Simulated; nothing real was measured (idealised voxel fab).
process module | voxel transistor to metal
cross-section cut | 285 nm wide | cells 5 nm
A cross-section is a grid of square cells, given in bands from the top down. A band is one or more rows of cells.
Each band's line starts with the height of the band's top and of its bottom, in nm. Then come its materials from left to right, each with its width in nm. One material with "throughout" fills the band from edge to edge. "air" is empty space.
Height 0 is the level under which the wafer as received is all one material. The lowest band goes on downwards, as in "0 down".
A width such as "30 to 40" changes by the same amount from each row of cells to the next, from the band's top row to its bottom row.
"no change" after a step means that no cell of the cross-section changed.
closed voids: empty space of 8 cells or more with no open way to the top, each as width x height at its distance from the left edge, in nm
after a step's settings: what the simulator itself notes on the step
overlay nm, on a step with a mask: how far to the right of its planned place the mask lay; to the left if negative
Each pair below shows a cross-section before one step and the cross-section after it, down to the lowest band that changed. The line under each pair gives the step between them, with its settings. The pairs can come from different runs of this module on the same starting wafer, so a pair continues from the pair above only where its "before" says so.
before
  60 to 45: SiO2 35 | air 15 | SiO2 60 | air 15 | SiO2 30 | air 15 | SiO2 60 | air 15 | SiO2 40
  45 to 35: W throughout
  35 to 30: W 45 | TiN 25 | W 20 | TiN 25 | W 50 | TiN 25 | W 20 | TiN 25 | W 50
  30 to 25: TiN 50 | HfO2 15 | TiN 5 | W 20 | TiN 5 | HfO2 15 | TiN 60 | HfO2 15 | TiN 5 | W 20 | TiN 5 | HfO2 15 | TiN 55
  25 to 20: HfO2 55 | SiN 5 | HfO2 5 | TiN 5 | W 20 | TiN 5 | HfO2 5 | SiN 5 | HfO2 70 | SiN 5 | HfO2 5 | TiN 5 | W 20 | TiN 5 | HfO2 5 | SiN 5 | HfO2 60
  20 to 0: SiO2 55 | SiN 5 | HfO2 5 | TiN 5 | W 20 | TiN 5 | HfO2 5 | SiN 5 | SiO2 70 | SiN 5 | HfO2 5 | TiN 5 | W 20 | TiN 5 | HfO2 5 | SiN 5 | SiO2 60
  0 to -5: SiO2 30 | SiN 5 | SiO2 20 | SiN 5 | HfO2 5 | TiN 30 | HfO2 5 | SiN 5 | SiO2 20 | SiN 5 | SiO2 20 | SiN 5 | SiO2 20 | SiN 5 | HfO2 5 | TiN 30 | HfO2 5 | SiN 5 | SiO2 20 | SiN 5 | SiO2 35
  -5 to -10: SiO2 50 | SiGe 5 | SiO2 5 | HfO2 40 | SiO2 5 | SiGe 5 | SiO2 60 | SiGe 5 | SiO2 5 | HfO2 40 | SiO2 5 | SiGe 5 | SiO2 55
  -10 to -15: SiO2 35 | SiGe 20 | Si 50 | SiGe 20 | SiO2 30 | SiGe 20 | Si 50 | SiGe 20 | SiO2 40
  -15 to -40: SiO2 35 | Si 90 | SiO2 30 | Si 90 | SiO2 40
  -40 down: Si throughout
  closed voids: none
after
  65 to 60: TiN 40 | air 5 | TiN 70 | air 5 | TiN 40 | air 5 | TiN 70 | air 5 | TiN 45
  60 to 50: SiO2 35 | TiN 5 | air 5 | TiN 5 | SiO2 60 | TiN 5 | air 5 | TiN 5 | SiO2 30 | TiN 5 | air 5 | TiN 5 | SiO2 60 | TiN 5 | air 5 | TiN 5 | SiO2 40
  50 to 45: SiO2 35 | TiN 15 | SiO2 60 | TiN 15 | SiO2 30 | TiN 15 | SiO2 60 | TiN 15 | SiO2 40
  below 45: unchanged
  closed voids: none
the step between: op CONFORMAL_DEP | material TiN | thk nm 5
before: the cross-section after the pair above
after
  70 to 65: W throughout
  65 to 60: TiN 40 | W 5 | TiN 70 | W 5 | TiN 40 | W 5 | TiN 70 | W 5 | TiN 45
  60 to 50: SiO2 35 | TiN 5 | W 5 | TiN 5 | SiO2 60 | TiN 5 | W 5 | TiN 5 | SiO2 30 | TiN 5 | W 5 | TiN 5 | SiO2 60 | TiN 5 | W 5 | TiN 5 | SiO2 40
  below 50: unchanged
  closed voids: none
the step between: op FILL_DEP | material W | thk nm 5
before: the cross-section after the pair above
after
  35 to 30: W 45 | TiN 25 | W 20 | TiN 25 | W 50 | TiN 25 | W 20 | TiN 25 | W 50
  below 30: unchanged
  closed voids: none
the step between: op CMP | height nm 35
before: the cross-section after the pair above
after
  40 to 35: TiN throughout
  below 35: unchanged
  closed voids: none
the step between: op DIRECTIONAL_DEP | material TiN | thk nm 5
before: the cross-section after the pair above
after
  65 to 40: Ru throughout
  below 40: unchanged
  closed voids: none
the step between: op DIRECTIONAL_DEP | material Ru | thk nm 25
before: the cross-section after the pair above
after
  65 to 40: air 35 | Ru 15 | air 60 | Ru 15 | air 30 | Ru 15 | air 60 | Ru 15 | air 40
  below 40: unchanged
  closed voids: none
the step between: op MASKED_ETCH | tone cover | mask id METAL_1 | width nm 15 | etch materials Ru | depth nm 25 | overlay nm 0
before: the cross-section after the pair above
after
  65 to 40: air 35 | Ru 15 | air 60 | Ru 15 | air 30 | Ru 15 | air 60 | Ru 15 | air 40
  40 to 35: air 35 | TiN 15 | air 60 | TiN 15 | air 30 | TiN 15 | air 60 | TiN 15 | air 40
  below 35: unchanged
  closed voids: none
the step between: op MASKED_ETCH | tone cover | mask id METAL_1 | width nm 15 | etch materials TiN | depth nm 5 | overlay nm 0
before: the cross-section after the pair above
after
  70 to 65: SiO2 throughout
  65 to 40: SiO2 35 | Ru 15 | SiO2 60 | Ru 15 | SiO2 30 | Ru 15 | SiO2 60 | Ru 15 | SiO2 40
  40 to 35: SiO2 35 | TiN 15 | SiO2 60 | TiN 15 | SiO2 30 | TiN 15 | SiO2 60 | TiN 15 | SiO2 40
  below 35: unchanged
  closed voids: none
the step between: op FILL_DEP | material SiO2 | thk nm 5
before: the cross-section after the pair above
after
  65 to 40: SiO2 35 | Ru 15 | SiO2 60 | Ru 15 | SiO2 30 | Ru 15 | SiO2 60 | Ru 15 | SiO2 40
  below 40: unchanged
  closed voids: none
the step between: op CMP | height nm 65
before: the cross-section after the pair above
after
  70 to 65: SiN throughout
  below 65: unchanged
  closed voids: none
the step between: op CONFORMAL_DEP | material SiN | thk nm 5
before
  35 to 20: SiO2 throughout
  20 to 0: SiO2 55 | SiN 5 | HfO2 5 | TiN 5 | W 20 | TiN 5 | HfO2 5 | SiN 5 | SiO2 70 | SiN 5 | HfO2 5 | TiN 5 | W 20 | TiN 5 | HfO2 5 | SiN 5 | SiO2 60
  0 to -5: SiO2 30 | SiN 5 | SiO2 20 | SiN 5 | HfO2 5 | TiN 30 | HfO2 5 | SiN 5 | SiO2 20 | SiN 5 | SiO2 20 | SiN 5 | SiO2 20 | SiN 5 | HfO2 5 | TiN 30 | HfO2 5 | SiN 5 | SiO2 20 | SiN 5 | SiO2 35
  -5 to -10: SiO2 50 | SiGe 5 | SiO2 5 | HfO2 40 | SiO2 5 | SiGe 5 | SiO2 60 | SiGe 5 | SiO2 5 | HfO2 40 | SiO2 5 | SiGe 5 | SiO2 55
  -10 to -15: SiO2 35 | SiGe 20 | Si 50 | SiGe 20 | SiO2 30 | SiGe 20 | Si 50 | SiGe 20 | SiO2 40
  -15 to -40: SiO2 35 | Si 90 | SiO2 30 | Si 90 | SiO2 40
  -40 down: Si throughout
  closed voids: none
after
  50 to 20: SiO2 throughout
  below 20: unchanged
  closed voids: none
the step between: op DIRECTIONAL_DEP | material SiO2 | thk nm 15
before: the cross-section after the pair above
after
  65 to 50: resist 35 | air 15 | resist 60 | air 15 | resist 30 | air 15 | resist 60 | air 15 | resist 40
  below 50: unchanged
  closed voids: none
the step between: op PATTERN | tone open | mask id CONTACT | material resist | width nm 15 | thk nm 15 | overlay nm 0
before: the cross-section after the pair above
after
  65 to 50: resist 35 | air 15 | resist 60 | air 15 | resist 30 | air 15 | resist 60 | air 15 | resist 40
  50 to 20: SiO2 35 | air 15 | SiO2 60 | air 15 | SiO2 30 | air 15 | SiO2 60 | air 15 | SiO2 40
  20 to 5: SiO2 35 | air 15 | SiO2 5 | SiN 5 | HfO2 5 | TiN 5 | W 20 | TiN 5 | HfO2 5 | SiN 5 | SiO2 5 | air 15 | SiO2 30 | air 15 | SiO2 5 | SiN 5 | HfO2 5 | TiN 5 | W 20 | TiN 5 | HfO2 5 | SiN 5 | SiO2 5 | air 15 | SiO2 40
  below 5: unchanged
  closed voids: none
the step between: op DIRECTIONAL_ETCH | etch materials SiO2 | depth nm 45
before: the cross-section after the pair above
after
  50 to 20: SiO2 35 | air 15 | SiO2 60 | air 15 | SiO2 30 | air 15 | SiO2 60 | air 15 | SiO2 40
  below 20: unchanged
  closed voids: none
the step between: op STRIP | etch materials resist
before: the cross-section after the pair above
after
  55 to 50: TiN 40 | air 5 | TiN 70 | air 5 | TiN 40 | air 5 | TiN 70 | air 5 | TiN 45
  50 to 20: SiO2 35 | TiN 5 | air 5 | TiN 5 | SiO2 60 | TiN 5 | air 5 | TiN 5 | SiO2 30 | TiN 5 | air 5 | TiN 5 | SiO2 60 | TiN 5 | air 5 | TiN 5 | SiO2 40
  20 to 10: SiO2 35 | TiN 5 | air 5 | TiN 5 | SiO2 5 | SiN 5 | HfO2 5 | TiN 5 | W 20 | TiN 5 | HfO2 5 | SiN 5 | SiO2 5 | TiN 5 | air 5 | TiN 5 | SiO2 30 | TiN 5 | air 5 | TiN 5 | SiO2 5 | SiN 5 | HfO2 5 | TiN 5 | W 20 | TiN 5 | HfO2 5 | SiN 5 | SiO2 5 | TiN 5 | air 5 | TiN 5 | SiO2 40
  10 to 5: SiO2 35 | TiN 15 | SiO2 5 | SiN 5 | HfO2 5 | TiN 5 | W 20 | TiN 5 | HfO2 5 | SiN 5 | SiO2 5 | TiN 15 | SiO2 30 | TiN 15 | SiO2 5 | SiN 5 | HfO2 5 | TiN 5 | W 20 | TiN 5 | HfO2 5 | SiN 5 | SiO2 5 | TiN 15 | SiO2 40
  below 5: unchanged
  closed voids: none
the step between: op CONFORMAL_DEP | material TiN | thk nm 5
before: the cross-section after the pair above
after
  60 to 55: W throughout
  55 to 50: TiN 40 | W 5 | TiN 70 | W 5 | TiN 40 | W 5 | TiN 70 | W 5 | TiN 45
  50 to 20: SiO2 35 | TiN 5 | W 5 | TiN 5 | SiO2 60 | TiN 5 | W 5 | TiN 5 | SiO2 30 | TiN 5 | W 5 | TiN 5 | SiO2 60 | TiN 5 | W 5 | TiN 5 | SiO2 40
  20 to 10: SiO2 35 | TiN 5 | W 5 | TiN 5 | SiO2 5 | SiN 5 | HfO2 5 | TiN 5 | W 20 | TiN 5 | HfO2 5 | SiN 5 | SiO2 5 | TiN 5 | W 5 | TiN 5 | SiO2 30 | TiN 5 | W 5 | TiN 5 | SiO2 5 | SiN 5 | HfO2 5 | TiN 5 | W 20 | TiN 5 | HfO2 5 | SiN 5 | SiO2 5 | TiN 5 | W 5 | TiN 5 | SiO2 40
  below 10: unchanged
  closed voids: none
the step between: op FILL_DEP | material W | thk nm 5
before: the cross-section after the pair above
after
  35 to 20: SiO2 35 | TiN 5 | W 5 | TiN 5 | SiO2 60 | TiN 5 | W 5 | TiN 5 | SiO2 30 | TiN 5 | W 5 | TiN 5 | SiO2 60 | TiN 5 | W 5 | TiN 5 | SiO2 40
  below 20: unchanged
  closed voids: none
the step between: op CMP | height nm 35
before: the cross-section after the pair above
after
  40 to 35: TiN throughout
  below 35: unchanged
  closed voids: none
the step between: op DIRECTIONAL_DEP | material TiN | thk nm 5
before: the cross-section after the pair above
after
  65 to 40: Ru throughout
  below 40: unchanged
  closed voids: none
the step between: op DIRECTIONAL_DEP | material Ru | thk nm 25
before: the cross-section after the pair above
after
  65 to 40: air 35 | Ru 15 | air 60 | Ru 15 | air 30 | Ru 15 | air 60 | Ru 15 | air 40
  below 40: unchanged
  closed voids: none
the step between: op MASKED_ETCH | tone cover | mask id METAL_1 | width nm 15 | etch materials Ru | depth nm 25 | overlay nm 0
before: the cross-section after the pair above
after
  65 to 40: air 35 | Ru 15 | air 60 | Ru 15 | air 30 | Ru 15 | air 60 | Ru 15 | air 40
  40 to 35: air 35 | TiN 15 | air 60 | TiN 15 | air 30 | TiN 15 | air 60 | TiN 15 | air 40
  below 35: unchanged
  closed voids: none
the step between: op MASKED_ETCH | tone cover | mask id METAL_1 | width nm 15 | etch materials TiN | depth nm 5 | overlay nm 0
before: the cross-section after the pair above
after
  70 to 65: SiO2 throughout
  65 to 40: SiO2 35 | Ru 15 | SiO2 60 | Ru 15 | SiO2 30 | Ru 15 | SiO2 60 | Ru 15 | SiO2 40
  40 to 35: SiO2 35 | TiN 15 | SiO2 60 | TiN 15 | SiO2 30 | TiN 15 | SiO2 60 | TiN 15 | SiO2 40
  below 35: unchanged
  closed voids: none
the step between: op FILL_DEP | material SiO2 | thk nm 5
before: the cross-section after the pair above
after
  65 to 40: SiO2 35 | Ru 15 | SiO2 60 | Ru 15 | SiO2 30 | Ru 15 | SiO2 60 | Ru 15 | SiO2 40
  below 40: unchanged
  closed voids: none
the step between: op CMP | height nm 65
before: the cross-section after the pair above
after
  70 to 65: SiN throughout
  below 65: unchanged
  closed voids: none
the step between: op CONFORMAL_DEP | material SiN | thk nm 5
before
  25 to 20: air 55 | SiN 5 | air 40 | SiN 5 | air 70 | SiN 5 | air 40 | SiN 5 | air 60
  20 to 0: SiO2 55 | SiN 5 | air 40 | SiN 5 | SiO2 70 | SiN 5 | air 40 | SiN 5 | SiO2 60
  0 to -5: SiO2 30 | SiN 5 | SiO2 20 | SiN 5 | air 40 | SiN 5 | SiO2 20 | SiN 5 | SiO2 20 | SiN 5 | SiO2 20 | SiN 5 | air 40 | SiN 5 | SiO2 20 | SiN 5 | SiO2 35
  -5 to -10: SiO2 50 | SiGe 5 | SiO2 5 | air 40 | SiO2 5 | SiGe 5 | SiO2 60 | SiGe 5 | SiO2 5 | air 40 | SiO2 5 | SiGe 5 | SiO2 55
  -10 to -15: SiO2 35 | SiGe 20 | Si 50 | SiGe 20 | SiO2 30 | SiGe 20 | Si 50 | SiGe 20 | SiO2 40
  -15 to -40: SiO2 35 | Si 90 | SiO2 30 | Si 90 | SiO2 40
  -40 down: Si throughout
  closed voids: none
after
  30 to 25: air 50 | TiN 15 | air 30 | TiN 15 | air 60 | TiN 15 | air 30 | TiN 15 | air 55
  25 to 20: TiN 55 | SiN 5 | TiN 5 | air 30 | TiN 5 | SiN 5 | TiN 70 | SiN 5 | TiN 5 | air 30 | TiN 5 | SiN 5 | TiN 60
  20 to 0: SiO2 55 | SiN 5 | TiN 5 | air 30 | TiN 5 | SiN 5 | SiO2 70 | SiN 5 | TiN 5 | air 30 | TiN 5 | SiN 5 | SiO2 60
  0 to -5: SiO2 30 | SiN 5 | SiO2 20 | SiN 5 | TiN 5 | air 30 | TiN 5 | SiN 5 | SiO2 20 | SiN 5 | SiO2 20 | SiN 5 | SiO2 20 | SiN 5 | TiN 5 | air 30 | TiN 5 | SiN 5 | SiO2 20 | SiN 5 | SiO2 35
  -5 to -10: SiO2 50 | SiGe 5 | SiO2 5 | TiN 40 | SiO2 5 | SiGe 5 | SiO2 60 | SiGe 5 | SiO2 5 | TiN 40 | SiO2 5 | SiGe 5 | SiO2 55
  below -10: unchanged
  closed voids: none
the step between: op CONFORMAL_DEP | material TiN | thk nm 5
before: the cross-section after the pair above
after
  35 to 30: air 45 | HfO2 25 | air 20 | HfO2 25 | air 50 | HfO2 25 | air 20 | HfO2 25 | air 50
  30 to 25: HfO2 50 | TiN 15 | HfO2 5 | air 20 | HfO2 5 | TiN 15 | HfO2 60 | TiN 15 | HfO2 5 | air 20 | HfO2 5 | TiN 15 | HfO2 55
  25 to 20: TiN 55 | SiN 5 | TiN 5 | HfO2 5 | air 20 | HfO2 5 | TiN 5 | SiN 5 | TiN 70 | SiN 5 | TiN 5 | HfO2 5 | air 20 | HfO2 5 | TiN 5 | SiN 5 | TiN 60
  20 to 0: SiO2 55 | SiN 5 | TiN 5 | HfO2 5 | air 20 | HfO2 5 | TiN 5 | SiN 5 | SiO2 70 | SiN 5 | TiN 5 | HfO2 5 | air 20 | HfO2 5 | TiN 5 | SiN 5 | SiO2 60
  0 to -5: SiO2 30 | SiN 5 | SiO2 20 | SiN 5 | TiN 5 | HfO2 30 | TiN 5 | SiN 5 | SiO2 20 | SiN 5 | SiO2 20 | SiN 5 | SiO2 20 | SiN 5 | TiN 5 | HfO2 30 | TiN 5 | SiN 5 | SiO2 20 | SiN 5 | SiO2 35
  below -5: unchanged
  closed voids: none
the step between: op CONFORMAL_DEP | material HfO2 | thk nm 5
before: the cross-section after the pair above
after
  45 to 35: W throughout
  35 to 30: W 45 | HfO2 25 | W 20 | HfO2 25 | W 50 | HfO2 25 | W 20 | HfO2 25 | W 50
  30 to 25: HfO2 50 | TiN 15 | HfO2 5 | W 20 | HfO2 5 | TiN 15 | HfO2 60 | TiN 15 | HfO2 5 | W 20 | HfO2 5 | TiN 15 | HfO2 55
  25 to 20: TiN 55 | SiN 5 | TiN 5 | HfO2 5 | W 20 | HfO2 5 | TiN 5 | SiN 5 | TiN 70 | SiN 5 | TiN 5 | HfO2 5 | W 20 | HfO2 5 | TiN 5 | SiN 5 | TiN 60
  20 to 0: SiO2 55 | SiN 5 | TiN 5 | HfO2 5 | W 20 | HfO2 5 | TiN 5 | SiN 5 | SiO2 70 | SiN 5 | TiN 5 | HfO2 5 | W 20 | HfO2 5 | TiN 5 | SiN 5 | SiO2 60
  below 0: unchanged
  closed voids: none
the step between: op FILL_DEP | material W | thk nm 10
before: the cross-section after the pair above
after
  20 to 0: SiO2 55 | SiN 5 | TiN 5 | HfO2 5 | W 20 | HfO2 5 | TiN 5 | SiN 5 | SiO2 70 | SiN 5 | TiN 5 | HfO2 5 | W 20 | HfO2 5 | TiN 5 | SiN 5 | SiO2 60
  below 0: unchanged
  closed voids: none
the step between: op CMP | height nm 20
before: the cross-section after the pair above
after
  35 to 20: SiO2 throughout
  below 20: unchanged
  closed voids: none
the step between: op DIRECTIONAL_DEP | material SiO2 | thk nm 15
before: the cross-section after the pair above
after
  50 to 35: resist 35 | air 15 | resist 60 | air 15 | resist 30 | air 15 | resist 60 | air 15 | resist 40
  below 35: unchanged
  closed voids: none
the step between: op PATTERN | tone open | mask id CONTACT | material resist | width nm 15 | thk nm 15 | overlay nm 0
before: the cross-section after the pair above
after
  50 to 35: resist 35 | air 15 | resist 60 | air 15 | resist 30 | air 15 | resist 60 | air 15 | resist 40
  35 to 20: SiO2 35 | air 15 | SiO2 60 | air 15 | SiO2 30 | air 15 | SiO2 60 | air 15 | SiO2 40
  20 to 0: SiO2 35 | air 15 | SiO2 5 | SiN 5 | TiN 5 | HfO2 5 | W 20 | HfO2 5 | TiN 5 | SiN 5 | SiO2 5 | air 15 | SiO2 30 | air 15 | SiO2 5 | SiN 5 | TiN 5 | HfO2 5 | W 20 | HfO2 5 | TiN 5 | SiN 5 | SiO2 5 | air 15 | SiO2 40
  0 to -5: SiO2 30 | SiN 5 | air 15 | SiO2 5 | SiN 5 | TiN 5 | HfO2 30 | TiN 5 | SiN 5 | SiO2 5 | air 15 | SiN 5 | SiO2 20 | SiN 5 | air 15 | SiO2 5 | SiN 5 | TiN 5 | HfO2 30 | TiN 5 | SiN 5 | SiO2 5 | air 15 | SiN 5 | SiO2 35
  -5 to -10: SiO2 35 | air 15 | SiGe 5 | SiO2 5 | TiN 40 | SiO2 5 | SiGe 5 | air 15 | SiO2 30 | air 15 | SiGe 5 | SiO2 5 | TiN 40 | SiO2 5 | SiGe 5 | air 15 | SiO2 40
  below -10: unchanged
  closed voids: none
the step between: op DIRECTIONAL_ETCH | etch materials SiO2 | depth nm 45
before: the cross-section after the pair above
after
  35 to 20: SiO2 35 | air 15 | SiO2 60 | air 15 | SiO2 30 | air 15 | SiO2 60 | air 15 | SiO2 40
  below 20: unchanged
  closed voids: none
the step between: op STRIP | etch materials resist
before: the cross-section after the pair above
after
  40 to 35: TiN 40 | air 5 | TiN 70 | air 5 | TiN 40 | air 5 | TiN 70 | air 5 | TiN 45
  35 to 20: SiO2 35 | TiN 5 | air 5 | TiN 5 | SiO2 60 | TiN 5 | air 5 | TiN 5 | SiO2 30 | TiN 5 | air 5 | TiN 5 | SiO2 60 | TiN 5 | air 5 | TiN 5 | SiO2 40
  20 to 0: SiO2 35 | TiN 5 | air 5 | TiN 5 | SiO2 5 | SiN 5 | TiN 5 | HfO2 5 | W 20 | HfO2 5 | TiN 5 | SiN 5 | SiO2 5 | TiN 5 | air 5 | TiN 5 | SiO2 30 | TiN 5 | air 5 | TiN 5 | SiO2 5 | SiN 5 | TiN 5 | HfO2 5 | W 20 | HfO2 5 | TiN 5 | SiN 5 | SiO2 5 | TiN 5 | air 5 | TiN 5 | SiO2 40
  0 to -5: SiO2 30 | SiN 5 | TiN 5 | air 5 | TiN 5 | SiO2 5 | SiN 5 | TiN 5 | HfO2 30 | TiN 5 | SiN 5 | SiO2 5 | TiN 5 | air 5 | TiN 5 | SiN 5 | SiO2 20 | SiN 5 | TiN 5 | air 5 | TiN 5 | SiO2 5 | SiN 5 | TiN 5 | HfO2 30 | TiN 5 | SiN 5 | SiO2 5 | TiN 5 | air 5 | TiN 5 | SiN 5 | SiO2 35
  -5 to -10: SiO2 35 | TiN 15 | SiGe 5 | SiO2 5 | TiN 40 | SiO2 5 | SiGe 5 | TiN 15 | SiO2 30 | TiN 15 | SiGe 5 | SiO2 5 | TiN 40 | SiO2 5 | SiGe 5 | TiN 15 | SiO2 40
  below -10: unchanged
  closed voids: none
the step between: op CONFORMAL_DEP | material TiN | thk nm 5
before: the cross-section after the pair above
after
  45 to 40: W throughout
  40 to 35: TiN 40 | W 5 | TiN 70 | W 5 | TiN 40 | W 5 | TiN 70 | W 5 | TiN 45
  35 to 20: SiO2 35 | TiN 5 | W 5 | TiN 5 | SiO2 60 | TiN 5 | W 5 | TiN 5 | SiO2 30 | TiN 5 | W 5 | TiN 5 | SiO2 60 | TiN 5 | W 5 | TiN 5 | SiO2 40
  20 to 0: SiO2 35 | TiN 5 | W 5 | TiN 5 | SiO2 5 | SiN 5 | TiN 5 | HfO2 5 | W 20 | HfO2 5 | TiN 5 | SiN 5 | SiO2 5 | TiN 5 | W 5 | TiN 5 | SiO2 30 | TiN 5 | W 5 | TiN 5 | SiO2 5 | SiN 5 | TiN 5 | HfO2 5 | W 20 | HfO2 5 | TiN 5 | SiN 5 | SiO2 5 | TiN 5 | W 5 | TiN 5 | SiO2 40
  0 to -5: SiO2 30 | SiN 5 | TiN 5 | W 5 | TiN 5 | SiO2 5 | SiN 5 | TiN 5 | HfO2 30 | TiN 5 | SiN 5 | SiO2 5 | TiN 5 | W 5 | TiN 5 | SiN 5 | SiO2 20 | SiN 5 | TiN 5 | W 5 | TiN 5 | SiO2 5 | SiN 5 | TiN 5 | HfO2 30 | TiN 5 | SiN 5 | SiO2 5 | TiN 5 | W 5 | TiN 5 | SiN 5 | SiO2 35
  below -5: unchanged
  closed voids: none
the step between: op FILL_DEP | material W | thk nm 5
before: the cross-section after the pair above
after
  35 to 20: SiO2 35 | TiN 5 | W 5 | TiN 5 | SiO2 60 | TiN 5 | W 5 | TiN 5 | SiO2 30 | TiN 5 | W 5 | TiN 5 | SiO2 60 | TiN 5 | W 5 | TiN 5 | SiO2 40
  below 20: unchanged
  closed voids: none
the step between: op CMP | height nm 35
before: the cross-section after the pair above
after
  40 to 35: TiN throughout
  below 35: unchanged
  closed voids: none
the step between: op DIRECTIONAL_DEP | material TiN | thk nm 5
before: the cross-section after the pair above
after
  65 to 40: Ru throughout
  below 40: unchanged
  closed voids: none
the step between: op DIRECTIONAL_DEP | material Ru | thk nm 25
before: the cross-section after the pair above
after
  65 to 40: air 35 | Ru 15 | air 60 | Ru 15 | air 30 | Ru 15 | air 60 | Ru 15 | air 40
  below 40: unchanged
  closed voids: none
the step between: op MASKED_ETCH | tone cover | mask id METAL_1 | width nm 15 | etch materials Ru | depth nm 25 | overlay nm 0
before: the cross-section after the pair above
after
  65 to 40: air 35 | Ru 15 | air 60 | Ru 15 | air 30 | Ru 15 | air 60 | Ru 15 | air 40
  40 to 35: air 35 | TiN 15 | air 60 | TiN 15 | air 30 | TiN 15 | air 60 | TiN 15 | air 40
  below 35: unchanged
  closed voids: none
the step between: op MASKED_ETCH | tone cover | mask id METAL_1 | width nm 15 | etch materials TiN | depth nm 5 | overlay nm 0
before: the cross-section after the pair above
after
  70 to 65: SiO2 throughout
  65 to 40: SiO2 35 | Ru 15 | SiO2 60 | Ru 15 | SiO2 30 | Ru 15 | SiO2 60 | Ru 15 | SiO2 40
  40 to 35: SiO2 35 | TiN 15 | SiO2 60 | TiN 15 | SiO2 30 | TiN 15 | SiO2 60 | TiN 15 | SiO2 40
  below 35: unchanged
  closed voids: none
the step between: op FILL_DEP | material SiO2 | thk nm 5
before: the cross-section after the pair above
after
  65 to 40: SiO2 35 | Ru 15 | SiO2 60 | Ru 15 | SiO2 30 | Ru 15 | SiO2 60 | Ru 15 | SiO2 40
  below 40: unchanged
  closed voids: none
the step between: op CMP | height nm 65
before: the cross-section after the pair above
after
  70 to 65: SiN throughout
  below 65: unchanged
  closed voids: none
the step between: op CONFORMAL_DEP | material SiN | thk nm 5
before
  15 to 0: air 30 | SiN 100 | air 20 | SiN 100 | air 35
  0 to -5: air 30 | SiO2 100 | air 20 | SiO2 100 | air 35
  -5 to -35: air 30 | Si 100 | air 20 | Si 100 | air 35
  -35 down: Si throughout
  closed voids: none
after
  15 to 0: air 30 | SiN 100 | air 20 | SiN 100 | air 35
  0 to -5: air 30 | SiO2 100 | air 20 | SiO2 100 | air 35
  -5 to -35: air 30 | SiO2 10 | Si 80 | SiO2 10 | air 20 | SiO2 10 | Si 80 | SiO2 10 | air 35
  -35 to -45: SiO2 40 | Si 80 | SiO2 40 | Si 80 | SiO2 45
  below -45: unchanged
  closed voids: none
the step between: op OXIDIZE | depth nm 10
before: the cross-section after the pair above
after
  30 to 15: SiO2 throughout
  15 to 0: SiO2 30 | SiN 100 | SiO2 20 | SiN 100 | SiO2 35
  0 to -5: SiO2 throughout
  -5 to -45: SiO2 40 | Si 80 | SiO2 40 | Si 80 | SiO2 45
  below -45: unchanged
  closed voids: none
the step between: op FILL_DEP | material SiO2 | thk nm 15
before: the cross-section after the pair above
after
  15 to 0: SiO2 30 | SiN 100 | SiO2 20 | SiN 100 | SiO2 35
  below 0: unchanged
  closed voids: none
the step between: op CMP | height nm 15
before: the cross-section after the pair above
after
  15 to 5: air 30 | SiN 100 | air 20 | SiN 100 | air 35
  below 5: unchanged
  closed voids: none
the step between: op SELECTIVE_ETCH | etch materials SiO2 | depth nm 10
before: the cross-section after the pair above
after
  5 to 0: SiO2 30 | air 100 | SiO2 20 | air 100 | SiO2 35
  below 0: unchanged
  closed voids: none
the step between: op STRIP | etch materials SiN
before: the cross-section after the pair above
after
  0 to -5: SiO2 25 | air 110 | SiO2 10 | air 110 | SiO2 30
  below -5: unchanged
  closed voids: none
the step between: op SELECTIVE_ETCH | etch materials SiO2 | depth nm 5
before: the cross-section after the pair above
after
  0 to -5: SiO2 25 | air 110 | SiO2 10 | air 110 | SiO2 30
  -5 to -10: SiO2 throughout
  below -10: unchanged
  closed voids: none
the step between: op OXIDIZE | depth nm 5
before: the cross-section after the pair above
after
  30 to 25: polySi 25 | air 110 | polySi 10 | air 110 | polySi 30
  25 to 0: polySi throughout
  0 to -5: SiO2 25 | polySi 110 | SiO2 10 | polySi 110 | SiO2 30
  below -5: unchanged
  closed voids: none
the step between: op DIRECTIONAL_DEP | material polySi | thk nm 30
before: the cross-section after the pair above
after
  40 to 35: SiCN 25 | air 110 | SiCN 10 | air 110 | SiCN 30
  35 to 30: SiCN throughout
  30 to 25: polySi 25 | SiCN 110 | polySi 10 | SiCN 110 | polySi 30
  below 25: unchanged
  closed voids: none
the step between: op DIRECTIONAL_DEP | material SiCN | thk nm 10
before: the cross-section after the pair above
after
  35 to 30: air 65 | SiCN 30 | air 90 | SiCN 30 | air 70
  30 to 25: polySi 25 | air 40 | SiCN 30 | air 40 | polySi 10 | air 40 | SiCN 30 | air 40 | polySi 30
  below 25: unchanged
  closed voids: none
the step between: op MASKED_ETCH | tone cover | mask id GATE | width nm 30 | pitch nm 120 | etch materials SiCN | depth nm 20 | overlay nm 0
before: the cross-section after the pair above
after
  35 to 25: air 65 | SiCN 30 | air 90 | SiCN 30 | air 70
  25 to 0: air 65 | polySi 30 | air 90 | polySi 30 | air 70
  0 to -5: SiO2 25 | air 40 | polySi 30 | air 40 | SiO2 10 | air 40 | polySi 30 | air 40 | SiO2 30
  below -5: unchanged
  closed voids: none
the step between: op MASKED_ETCH | tone cover | mask id GATE | width nm 30 | pitch nm 120 | etch materials polySi | depth nm 40 | overlay nm 0
before: the cross-section after the pair above
after
  40 to 35: air 60 | SiO2 40 | air 80 | SiO2 40 | air 65
  35 to 25: air 60 | SiO2 5 | SiCN 30 | SiO2 5 | air 80 | SiO2 5 | SiCN 30 | SiO2 5 | air 65
  25 to 5: air 60 | SiO2 5 | polySi 30 | SiO2 5 | air 80 | SiO2 5 | polySi 30 | SiO2 5 | air 65
  5 to 0: SiO2 30 | air 30 | SiO2 5 | polySi 30 | SiO2 5 | air 30 | SiO2 20 | air 30 | SiO2 5 | polySi 30 | SiO2 5 | air 30 | SiO2 35
  0 to -5: SiO2 65 | polySi 30 | SiO2 90 | polySi 30 | SiO2 70
  below -5: unchanged
  closed voids: none
the step between: op CONFORMAL_DEP | material SiO2 | thk nm 5
before: the cross-section after the pair above
after
  35 to 25: air 60 | SiO2 5 | SiCN 30 | SiO2 5 | air 80 | SiO2 5 | SiCN 30 | SiO2 5 | air 65
  25 to 0: air 60 | SiO2 5 | polySi 30 | SiO2 5 | air 80 | SiO2 5 | polySi 30 | SiO2 5 | air 65
  0 to -5: SiO2 30 | air 30 | SiO2 5 | polySi 30 | SiO2 5 | air 30 | SiO2 20 | air 30 | SiO2 5 | polySi 30 | SiO2 5 | air 30 | SiO2 35
  below -5: unchanged
  closed voids: none
the step between: op DIRECTIONAL_ETCH | etch materials SiO2 | depth nm 5
